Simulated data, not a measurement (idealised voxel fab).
The name of this process module is voxel self aligned vias.
The cross-section on display is named cut; it measures 285 nm wide, and its cells are 5 nm squares.
A cross-section is a grid of square cells, given in bands from the top down. A band is one or more rows of cells. Basically the band line says how high the top is and how high the bottom is, in nm, and then what's in it from left to right, every material with its width in nm. Empty space shows up as "air", and if a single material carries "full width" it runs the full band edge to edge. It should be noted that heights are counted from 0, beneath which the wafer as supplied is of one material throughout, and that the lowest band possesses no lower boundary but continues downward, as written in "0 nm and below". The two numbers in a width such as "30->40" mark its ends across the band: the first belongs to the top row of cells, the second to the bottom row, and from each row to the next the width moves by the same amount. Given "nothing changed" for a step, no cell of the cross-section differs between before and after that step. You'll see "Enclosed internal cavities" listing empty spaces that have no way open to the top, as long as they're 8 cells or more; the notation is width x height at distance, where the distance is from the left edge, and all of it is in nm. Note: text after step settings on the step line = simulator remark on that step. overlay nm: mask right of planned place by this much (step with mask). Neg. = left.

[Planned process steps]
1) RECEIVE (material Si)
2) CONFORMAL_DEP (material SiO2; thk nm 15)
3) CONFORMAL_DEP (material SiCN; thk nm 5)
4) DIRECTIONAL_DEP (material SiO2; thk nm 20)
5) DIRECTIONAL_DEP (material aC; thk nm 15)
6) PATTERN (tone open; mask id LINES; material resist; width nm 20; pitch nm 55; thk nm 30; overlay nm 0)
7) DIRECTIONAL_ETCH (etch materials aC; depth nm 15)
8) STRIP (etch materials resist)
9) DIRECTIONAL_ETCH (etch materials SiO2; depth nm 20)
10) STRIP (etch materials aC)
11) CONFORMAL_DEP (material TiN; thk nm 5)
12) FILL_DEP (material Ru; thk nm 5)
13) CMP (height nm 40)
14) SELECTIVE_ETCH (etch materials W Ru TiN; depth nm 10)
15) FILL_DEP (material SiN; thk nm 10)
16) CMP (height nm 40)
17) DIRECTIONAL_DEP (material SiO2; thk nm 20)
18) PATTERN (tone open; mask id VIAS; material resist; width nm 30; thk nm 15; overlay nm 0)
19) DIRECTIONAL_ETCH (etch materials SiO2; depth nm 20)
20) DIRECTIONAL_ETCH (etch materials SiN; depth nm 10)
21) STRIP (etch materials resist)
22) CONFORMAL_DEP (material TiN; thk nm 5)
23) FILL_DEP (material Cu; thk nm 5)
24) CMP (height nm 60)
25) CONFORMAL_DEP (material SiCN; thk nm 5)

[Cross-section, incoming material, after step 1]
> 0 nm and below  Si full width
> Enclosed internal cavities: none

[Sectioned view, first of two wafers, at the close of the module, processed as intended in the plan]
> 65 nm to 60 nm  SiCN full width
> 60 nm to 45 nm  SiO2 100; TiN 5; Cu 20; TiN 5; SiO2 155
> 45 nm to 40 nm  SiO2 100; TiN 10; Cu 10; TiN 10; SiO2 155
> 40 nm to 35 nm  SiO2 105; TiN 5; Cu 10; TiN 5; SiO2 35; SiN 20; SiO2 105
> 35 nm to 30 nm  SiO2 105; TiN 20; SiO2 35; SiN 20; SiO2 105
> 30 nm to 25 nm  SiO2 105; TiN 5; Ru 10; TiN 5; SiO2 35; TiN 5; Ru 10; TiN 5; SiO2 105
> 25 nm to 20 nm  SiO2 105; TiN 20; SiO2 35; TiN 20; SiO2 105
> 20 nm to 15 nm  SiCN full width
> 15 nm to 0 nm  SiO2 full width
> 0 nm and below  Si full width
> Enclosed internal cavities: none

[Wafer two, end of module, cross-section. Same start, same plan as wafer one. One mistake in the run]
> 65 nm to 60 nm  SiCN full width
> 60 nm to 40 nm  SiO2 100; TiN 5; Cu 20; TiN 5; SiO2 155
> 40 nm to 35 nm  SiN 100; TiN 10; Cu 10; TiN 10; SiN 155
> 35 nm to 30 nm  SiO2 105; TiN 20; SiO2 35; SiN 20; SiO2 105
> 30 nm to 25 nm  SiO2 105; TiN 5; Ru 10; TiN 5; SiO2 35; TiN 5; Ru 10; TiN 5; SiO2 105
> 25 nm to 20 nm  SiO2 105; TiN 20; SiO2 35; TiN 20; SiO2 105
> 20 nm to 15 nm  SiCN full width
> 15 nm to 0 nm  SiO2 full width
> 0 nm and below  Si full width
> Enclosed internal cavities: none
Plan not followed: step 4 ran differently from the plan; actual operation with settings: DIRECTIONAL_DEP (material SiO2; thk nm 15)
Wafer comparison, final, in cells, second relative to first, materials more or fewer: Cu: 2 more, SiN: 47 more, SiO2: 49 fewer
